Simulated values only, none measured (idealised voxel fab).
The document below concerns the process module designated voxel transistor to metal.
It is cross-section cut that appears here, measuring 200 nm in width, its square cells being 5 nm in size.
Heads up, the way a cross-section reads in here is a grid of square cells, handed over as bands from the top down, with every band being one or more rows of cells. In this notation a band is specified by the heights of its top and bottom, in that order and in nm, after which its materials appear from left to right, each paired with its width in nm. The word "everywhere" attached to a single material means that material fills the band from edge to edge; the word "air" stands for empty space. Heights from 0 (as-received wafer is one material below). Bottom band endless downward, as "from 0 down". The two numbers in a width such as "30..40" mark its ends across the band: the first belongs to the top row of cells, the second to the bottom row, and from each row to the next the width moves by the same amount. The designation "same as before", where it is given for a processing step, indicates that no cell of the cross-section was altered in the course of that step. Entry "Enclosed cavities". Content: empty spaces with no open connection to the top, size 8 cells or greater. Each: width x height at distance. Distance: from left edge. Unit: nm. Anything after a step's settings on that line? It's the simulator's own note about the step. overlay nm: for a step with a mask, the amount by which the mask lay right of where it was planned; a negative amount means left of it.

[Steps in the process plan]
1: RECEIVE (material Si)
2: CONFORMAL_DEP (material SiO2; thk nm 5)
3: CONFORMAL_DEP (material SiN; thk nm 15)
4: PATTERN (tone cover; mask id ACTIVE; material resist; width nm 100; thk nm 15; overlay nm 0)
5: DIRECTIONAL_ETCH (etch materials SiN; depth nm 15)
6: DIRECTIONAL_ETCH (etch materials SiO2; depth nm 5)
7: DIRECTIONAL_ETCH (etch materials Si; depth nm 35)
8: STRIP (etch materials resist)
9: FILL_DEP (material SiO2; thk nm 15)
10: CMP (height nm 20)
11: SELECTIVE_ETCH (etch materials SiO2; depth nm 5)
12: STRIP (etch materials SiN)
13: SELECTIVE_ETCH (etch materials SiO2; depth nm 5)
14: OXIDIZE (depth nm 5)
15: DIRECTIONAL_DEP (material polySi; thk nm 30)
16: DIRECTIONAL_DEP (material SiCN; thk nm 10)
17: PATTERN (tone cover; mask id GATE; material resist; width nm 20; thk nm 15; overlay nm 0)
18: DIRECTIONAL_ETCH (etch materials SiCN; depth nm 20)
19: DIRECTIONAL_ETCH (etch materials polySi; depth nm 40)
20: STRIP (etch materials resist)
21: CONFORMAL_DEP (material SiO2; thk nm 5)
22: DIRECTIONAL_ETCH (etch materials SiO2; depth nm 5)
23: CONFORMAL_DEP (material SiN; thk nm 5)
24: DIRECTIONAL_ETCH (etch materials SiN; depth nm 5)
25: DIRECTIONAL_ETCH (etch materials SiO2; depth nm 5)
26: DIRECTIONAL_ETCH (etch materials Si; depth nm 15)
27: EPI (material SiGe; thk nm 15)
28: FILL_DEP (material SiO2; thk nm 5)
29: CMP (height nm 40)
30: DIRECTIONAL_DEP (material SiO2; thk nm 15)
31: MASKED_ETCH (tone open; mask id CONTACT; width nm 20; pitch nm 70; etch materials SiO2; depth nm 45; overlay nm 0)
32: CONFORMAL_DEP (material TiN; thk nm 5)
33: FILL_DEP (material W; thk nm 10)
34: CMP (height nm 55)
35: DIRECTIONAL_DEP (material TiN; thk nm 5)
36: DIRECTIONAL_DEP (material Ru; thk nm 20)
37: DIRECTIONAL_DEP (material aC; thk nm 15)
38: PATTERN (tone cover; mask id METAL_1; material resist; width nm 20; pitch nm 70; thk nm 30; overlay nm 0)
39: DIRECTIONAL_ETCH (etch materials aC; depth nm 15)
40: STRIP (etch materials resist)
41: DIRECTIONAL_ETCH (etch materials Ru; depth nm 20)
42: DIRECTIONAL_ETCH (etch materials TiN; depth nm 5)
43: STRIP (etch materials aC)
44: FILL_DEP (material lowk; thk nm 10)
45: CMP (height nm 80)
46: CONFORMAL_DEP (material SiCN; thk nm 5)
47: DIRECTIONAL_DEP (material SiO2; thk nm 30)
48: PATTERN (tone open; mask id METAL_2_HOLES; material resist; width nm 15; pitch nm 70; thk nm 20; overlay nm 0)
49: DIRECTIONAL_ETCH (etch materials SiO2; depth nm 30)
50: STRIP (etch materials resist)
51: DIRECTIONAL_DEP (material aC; thk nm 15)
52: PATTERN (tone open; mask id METAL_2; material resist; width nm 20; pitch nm 70; thk nm 30; overlay nm 0)
53: DIRECTIONAL_ETCH (etch materials aC; depth nm 15)
54: STRIP (etch materials resist)
55: DIRECTIONAL_ETCH (etch materials SiO2; depth nm 15)
56: DIRECTIONAL_ETCH (etch materials SiCN; depth nm 5)
57: STRIP (etch materials aC)
58: CONFORMAL_DEP (material TiN; thk nm 5)
59: FILL_DEP (material Cu; thk nm 10)
60: CMP (height nm 115)
61: CONFORMAL_DEP (material SiN; thk nm 5)

[Cross-section of the wafer upon arrival, representing the state reached after step 1]
	from 0 down | Si everywhere
	Enclosed cavities: none

[Post-module cross-section of the first of two wafers (run per plan)]
	from 120 to 115 | SiN everywhere
	from 115 to 105 | 55 of SiO2, 5 of TiN, 10 of Cu, 5 of TiN, 50 of SiO2, 5 of TiN, 10 of Cu, 5 of TiN, 55 of SiO2
	from 105 to 100 | 55 of SiO2, 5 of TiN, 5 of Cu, 10 of TiN, 50 of SiO2, 5 of TiN, 5 of Cu, 10 of TiN, 55 of SiO2
	from 100 to 85 | 55 of SiO2, 5 of TiN, 5 of Cu, 5 of TiN, 55 of SiO2, 5 of TiN, 5 of Cu, 5 of TiN, 60 of SiO2
	from 85 to 80 | 55 of SiCN, 15 of TiN, 55 of SiCN, 15 of TiN, 60 of SiCN
	from 80 to 60 | 55 of lowk, 20 of Ru, 50 of lowk, 20 of Ru, 55 of lowk
	from 60 to 55 | 55 of lowk, 20 of TiN, 50 of lowk, 20 of TiN, 55 of lowk
	from 55 to 40 | 55 of SiO2, 5 of TiN, 10 of W, 5 of TiN, 50 of SiO2, 5 of TiN, 10 of W, 5 of TiN, 55 of SiO2
	from 40 to 30 | 55 of SiO2, 5 of TiN, 10 of W, 5 of TiN, 5 of SiO2, 5 of SiN, 5 of SiO2, 20 of SiCN, 5 of SiO2, 5 of SiN, 5 of SiO2, 5 of TiN, 10 of W, 5 of TiN, 55 of SiO2
	from 30 to 15 | 55 of SiO2, 5 of TiN, 10 of W, 5 of TiN, 5 of SiO2, 5 of SiN, 5 of SiO2, 20 of polySi, 5 of SiO2, 5 of SiN, 5 of SiO2, 5 of TiN, 10 of W, 5 of TiN, 55 of SiO2
	from 15 to 10 | 55 of SiO2, 20 of TiN, 5 of SiO2, 5 of SiN, 5 of SiO2, 20 of polySi, 5 of SiO2, 5 of SiN, 5 of SiO2, 20 of TiN, 55 of SiO2
	from 10 to 0 | 50 of SiO2, 5 of SiN, 25 of SiGe, 5 of SiN, 5 of SiO2, 20 of polySi, 5 of SiO2, 5 of SiN, 25 of SiGe, 5 of SiN, 50 of SiO2
	from 0 to -5 | 55 of SiO2, 25 of SiGe, 40 of SiO2, 25 of SiGe, 55 of SiO2
	from -5 to -20 | 50 of SiO2, 5 of Si, 25 of SiGe, 40 of Si, 25 of SiGe, 5 of Si, 50 of SiO2
	from -20 to -35 | 50 of SiO2, 100 of Si, 50 of SiO2
	from -35 down | Si everywhere
	Enclosed cavities: none

[Cross-sectional view: second of two wafers, end of module; start and plan identical to the first, one mistake in running]
	from 120 to 115 | SiN everywhere
	from 115 to 105 | 55 of SiO2, 5 of TiN, 10 of Cu, 5 of TiN, 50 of SiO2, 5 of TiN, 10 of Cu, 5 of TiN, 55 of SiO2
	from 105 to 100 | 55 of SiO2, 5 of TiN, 5 of Cu, 10 of TiN, 50 of SiO2, 5 of TiN, 5 of Cu, 10 of TiN, 55 of SiO2
	from 100 to 85 | 55 of SiO2, 5 of TiN, 5 of Cu, 5 of TiN, 55 of SiO2, 5 of TiN, 5 of Cu, 5 of TiN, 60 of SiO2
	from 85 to 80 | 55 of SiCN, 15 of TiN, 55 of SiCN, 15 of TiN, 60 of SiCN
	from 80 to 60 | 55 of lowk, 20 of Ru, 50 of lowk, 20 of Ru, 55 of lowk
	from 60 to 55 | 55 of lowk, 20 of TiN, 50 of lowk, 20 of TiN, 55 of lowk
	from 55 to 40 | 55 of SiO2, 5 of TiN, 10 of W, 5 of TiN, 50 of SiO2, 5 of TiN, 10 of W, 5 of TiN, 55 of SiO2
	from 40 to 30 | 55 of SiO2, 5 of TiN, 10 of W, 5 of TiN, 5 of SiO2, 5 of SiN, 5 of SiO2, 20 of SiCN, 5 of SiO2, 5 of SiN, 5 of SiO2, 5 of TiN, 10 of W, 5 of TiN, 55 of SiO2
	from 30 to 15 | 55 of SiO2, 5 of TiN, 10 of W, 5 of TiN, 5 of SiO2, 5 of SiN, 5 of SiO2, 20 of polySi, 5 of SiO2, 5 of SiN, 5 of SiO2, 5 of TiN, 10 of W, 5 of TiN, 55 of SiO2
	from 15 to 10 | 55 of SiO2, 20 of TiN, 5 of SiO2, 5 of SiN, 5 of SiO2, 20 of polySi, 5 of SiO2, 5 of SiN, 5 of SiO2, 20 of TiN, 55 of SiO2
	from 10 to 0 | 50 of SiO2, 5 of SiN, 25 of SiGe, 5 of SiN, 5 of SiO2, 20 of polySi, 5 of SiO2, 5 of SiN, 25 of SiGe, 5 of SiN, 50 of SiO2
	from 0 to -5 | 55 of SiO2, 25 of SiGe, 40 of SiO2, 25 of SiGe, 55 of SiO2
	from -5 to -35 | 50 of SiO2, 5 of Si, 25 of SiGe, 40 of Si, 25 of SiGe, 5 of Si, 50 of SiO2
	from -35 down | Si everywhere
	Enclosed cavities: none
What went wrong in running the wafer? step 26 in the plan was executed twice
The second wafer ends with more or fewer cells of some materials than the first, per final count: -30 Si | +30 SiGe
